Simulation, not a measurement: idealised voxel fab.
process module | voxel ribs on slabs
cross-section cut | 140 nm wide | cells 5 nm
A cross-section is a grid of square cells, given in bands from the top down. A band is one or more rows of cells.
Each band's line starts with the height of the band's top and of its bottom, in nm. Then come its materials from left to right, each with its width in nm. One material with "throughout" fills the band from edge to edge. "air" is empty space.
Height 0 is the level under which the wafer as received is all one material. The lowest band goes on downwards, as in "0 down".
A width such as "30 to 40" changes by the same amount from each row of cells to the next, from the band's top row to its bottom row.
"no change" after a step means that no cell of the cross-section changed.
closed voids: empty space of 8 cells or more with no open way to the top, each as width x height at its distance from the left edge, in nm
after a step's settings: what the simulator itself notes on the step
overlay nm, on a step with a mask: how far to the right of its planned place the mask lay; to the left if negative
plan
1 op RECEIVE | material Si
2 op DIRECTIONAL_DEP | material SiO2 | thk nm 20
3 op DIRECTIONAL_DEP | material polySi | thk nm 20
4 op DIRECTIONAL_DEP | material aC | thk nm 10
5 op PATTERN | tone cover | mask id RIB | material resist | width nm 20 | thk nm 30 | overlay nm 0
6 op DIRECTIONAL_ETCH | etch materials aC | depth nm 10
7 op STRIP | etch materials resist
8 op DIRECTIONAL_ETCH | etch materials polySi | depth nm 15
9 op STRIP | etch materials aC
10 op MASKED_ETCH | tone cover | mask id SLAB | width nm 50 | etch materials polySi | depth nm 5 | overlay nm 0
11 op FILL_DEP | material SiO2 | thk nm 20
12 op CMP | height nm 55
13 op DIRECTIONAL_DEP | material W | thk nm 10
14 op MASKED_ETCH | tone cover | mask id HEATER | width nm 30 | etch materials W | depth nm 10 | overlay nm 0
15 op CONFORMAL_DEP | material SiN | thk nm 5
as received, after step 1
  0 down: Si throughout
  closed voids: none
first wafer at the end, as planned
  70 to 65: air 50 | SiN 40 | air 50
  65 to 60: air 50 | SiN 5 | W 30 | SiN 5 | air 50
  60 to 55: SiN 55 | W 30 | SiN 55
  55 to 40: SiO2 throughout
  40 to 25: SiO2 60 | polySi 20 | SiO2 60
  25 to 20: SiO2 45 | polySi 50 | SiO2 45
  20 to 0: SiO2 throughout
  0 down: Si throughout
  closed voids: none
second wafer at the end: like start, like plan, one mistake
  70 to 65: SiN 60 | air 20 | SiN 60
  65 to 60: W 55 | SiN 5 | air 20 | SiN 5 | W 55
  60 to 55: W 55 | SiN 30 | W 55
  55 to 40: SiO2 throughout
  40 to 25: SiO2 60 | polySi 20 | SiO2 60
  25 to 20: SiO2 45 | polySi 50 | SiO2 45
  20 to 0: SiO2 throughout
  0 down: Si throughout
  closed voids: none
what went wrong: step 14 ran as: op MASKED_ETCH | tone open | mask id HEATER | width nm 30 | etch materials W | depth nm 10 | overlay nm 0
at the end the second wafer has, in cells: 32 more of W
